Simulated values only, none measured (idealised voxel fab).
process module | voxel released beams
cross-section cut | 145 nm wide | cells 5 nm
A cross-section is a grid of square cells, given in bands from the top down. A band is one or more rows of cells.
Each band's line starts with the height of the band's top and of its bottom, in nm. Then come its materials from left to right, each with its width in nm. One material with "throughout" fills the band from edge to edge. "air" is empty space.
Height 0 is the level under which the wafer as received is all one material. The lowest band goes on downwards, as in "0 down".
A width such as "30 to 40" changes by the same amount from each row of cells to the next, from the band's top row to its bottom row.
"no change" after a step means that no cell of the cross-section changed.
closed voids: empty space of 8 cells or more with no open way to the top, each as width x height at its distance from the left edge, in nm
after a step's settings: what the simulator itself notes on the step
overlay nm, on a step with a mask: how far to the right of its planned place the mask lay; to the left if negative
plan
1 op RECEIVE | material Si
2 op CONFORMAL_DEP | material Al2O3 | thk nm 10
3 op DIRECTIONAL_DEP | material SiO2 | thk nm 20
4 op DIRECTIONAL_DEP | material aC | thk nm 15
5 op PATTERN | tone open | mask id ANCHOR | material resist | width nm 25 | thk nm 30 | overlay nm 0
6 op DIRECTIONAL_ETCH | etch materials aC | depth nm 15
7 op STRIP | etch materials resist
8 op DIRECTIONAL_ETCH | etch materials SiO2 | depth nm 20
9 op STRIP | etch materials aC
10 op CONFORMAL_DEP | material SiN | thk nm 5
11 op PATTERN | tone cover | mask id BEAM | material resist | width nm 80 | thk nm 15 | overlay nm 0
12 op DIRECTIONAL_ETCH | etch materials SiN | depth nm 10
13 op STRIP | etch materials resist
14 op STRIP | etch materials SiO2
varied across the wafers: thk nm of step 10. The plan shows the first wafer's value. All wafers start alike
first wafer as received, after step 1
  0 down: Si throughout
  closed voids: none
first wafer at the end, after step 14
  35 to 30: air 30 | SiN 10 | air 15 | SiN 55 | air 35
  30 to 15: air 35 | SiN 5 | air 15 | SiN 5 | air 85
  15 to 10: air 35 | SiN 25 | air 85
  10 to 0: Al2O3 throughout
  0 down: Si throughout
  closed voids: none
last wafer at the end
  55 to 45: air 30 | SiN 80 | air 35
  45 to 30: SiN throughout
  30 to 10: SiO2 35 | SiN 25 | SiO2 85
  10 to 0: Al2O3 throughout
  0 down: Si throughout
  closed voids: none
each wafer at the end: cells of each material gained (+) or lost (-) since it was received, then its closed voids
thk nm 5 | +58 Al2O3 | +24 SiN | closed voids: none
thk nm 10 | +58 Al2O3 | +48 SiN | closed voids: none
thk nm 15 | +58 Al2O3 | +81 SiN | +96 SiO2 | closed voids: none
thk nm 20 | +58 Al2O3 | +110 SiN | +96 SiO2 | closed voids: none
thk nm 25 | +58 Al2O3 | +139 SiN | +96 SiO2 | closed voids: none
